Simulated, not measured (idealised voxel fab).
process module | voxel released beams
cross-section cut | 230 nm wide | cells 5 nm
A cross-section is a grid of square cells, given in bands from the top down. A band is one or more rows of cells.
Each band's line starts with the height of the band's top and of its bottom, in nm. Then come its materials from left to right, each with its width in nm. One material with "throughout" fills the band from edge to edge. "air" is empty space.
Height 0 is the level under which the wafer as received is all one material. The lowest band goes on downwards, as in "0 down".
A width such as "30 to 40" changes by the same amount from each row of cells to the next, from the band's top row to its bottom row.
"no change" after a step means that no cell of the cross-section changed.
closed voids: empty space of 8 cells or more with no open way to the top, each as width x height at its distance from the left edge, in nm
after a step's settings: what the simulator itself notes on the step
overlay nm, on a step with a mask: how far to the right of its planned place the mask lay; to the left if negative
plan
1 op RECEIVE | material Si
2 op CONFORMAL_DEP | material SiN | thk nm 5
3 op DIRECTIONAL_DEP | material SiO2 | thk nm 10
4 op DIRECTIONAL_DEP | material aC | thk nm 10
5 op PATTERN | tone open | mask id ANCHOR | material resist | width nm 45 | thk nm 30 | overlay nm 0
6 op DIRECTIONAL_ETCH | etch materials aC | depth nm 10
7 op STRIP | etch materials resist
8 op DIRECTIONAL_ETCH | etch materials SiO2 | depth nm 10
9 op STRIP | etch materials aC
10 op CONFORMAL_DEP | material TiN | thk nm 15
11 op PATTERN | tone cover | mask id BEAM | material resist | width nm 120 | thk nm 15 | overlay nm 0
12 op DIRECTIONAL_ETCH | etch materials TiN | depth nm 15
13 op STRIP | etch materials resist
14 op STRIP | etch materials SiO2
first wafer, as planned
as received, after step 1
  0 down: Si throughout
  closed voids: none
after step 2
  5 to 0: SiN throughout
  below 0: unchanged
after step 3
  15 to 5: SiO2 throughout
  below 5: unchanged
after step 4
  25 to 15: aC throughout
  below 15: unchanged
after step 5
  55 to 25: resist 55 | air 45 | resist 130
  below 25: unchanged
after step 6
  45 to 25: resist 55 | air 45 | resist 130
  25 to 15: aC 55 | air 45 | aC 130
  below 15: unchanged
after step 7
  25 to 15: aC 55 | air 45 | aC 130
  below 15: unchanged
after step 8
  25 to 15: aC 55 | air 45 | aC 130
  15 to 5: SiO2 55 | air 45 | SiO2 130
  below 5: unchanged
after step 9
  15 to 5: SiO2 55 | air 45 | SiO2 130
  below 5: unchanged
after step 10
  30 to 20: TiN 70 | air 15 | TiN 145
  20 to 15: TiN throughout
  15 to 5: SiO2 55 | TiN 45 | SiO2 130
  below 5: unchanged
after step 11
  45 to 30: air 50 | resist 120 | air 60
  30 to 20: TiN 70 | resist 15 | TiN 145
  below 20: unchanged
after step 12
  45 to 30: air 50 | resist 120 | air 60
  30 to 20: air 50 | TiN 20 | resist 15 | TiN 85 | air 60
  20 to 15: air 50 | TiN 120 | air 60
  below 15: unchanged
after step 13
  30 to 20: air 50 | TiN 20 | air 15 | TiN 85 | air 60
  below 20: unchanged
after step 14
  30 to 20: air 50 | TiN 20 | air 15 | TiN 85 | air 60
  20 to 15: air 50 | TiN 120 | air 60
  15 to 5: air 55 | TiN 45 | air 130
  below 5: unchanged
second wafer: like start, like plan, one mistake. Through step 1 it matches the first wafer
when step 2 should have ended: no change
when step 3 should have ended
  10 to 0: SiO2 throughout
  below 0: unchanged
when step 4 should have ended
  20 to 10: aC throughout
  below 10: unchanged
when step 5 should have ended
  50 to 20: resist 55 | air 45 | resist 130
  below 20: unchanged
when step 6 should have ended
  40 to 20: resist 55 | air 45 | resist 130
  20 to 10: aC 55 | air 45 | aC 130
  below 10: unchanged
when step 7 should have ended
  20 to 10: aC 55 | air 45 | aC 130
  below 10: unchanged
when step 8 should have ended
  20 to 10: aC 55 | air 45 | aC 130
  10 to 0: SiO2 55 | air 45 | SiO2 130
  below 0: unchanged
when step 9 should have ended
  10 to 0: SiO2 55 | air 45 | SiO2 130
  below 0: unchanged
when step 10 should have ended
  25 to 15: TiN 70 | air 15 | TiN 145
  15 to 10: TiN throughout
  10 to 0: SiO2 55 | TiN 45 | SiO2 130
  below 0: unchanged
when step 11 should have ended
  40 to 25: air 50 | resist 120 | air 60
  25 to 15: TiN 70 | resist 15 | TiN 145
  below 15: unchanged
when step 12 should have ended
  40 to 25: air 50 | resist 120 | air 60
  25 to 15: air 50 | TiN 20 | resist 15 | TiN 85 | air 60
  15 to 10: air 50 | TiN 120 | air 60
  below 10: unchanged
when step 13 should have ended
  25 to 15: air 50 | TiN 20 | air 15 | TiN 85 | air 60
  below 15: unchanged
when step 14 should have ended
  25 to 15: air 50 | TiN 20 | air 15 | TiN 85 | air 60
  15 to 10: air 50 | TiN 120 | air 60
  10 to 0: air 55 | TiN 45 | air 130
  below 0: unchanged
what went wrong: step 2 was left out
at the end the second wafer has, in cells: 46 fewer of SiN
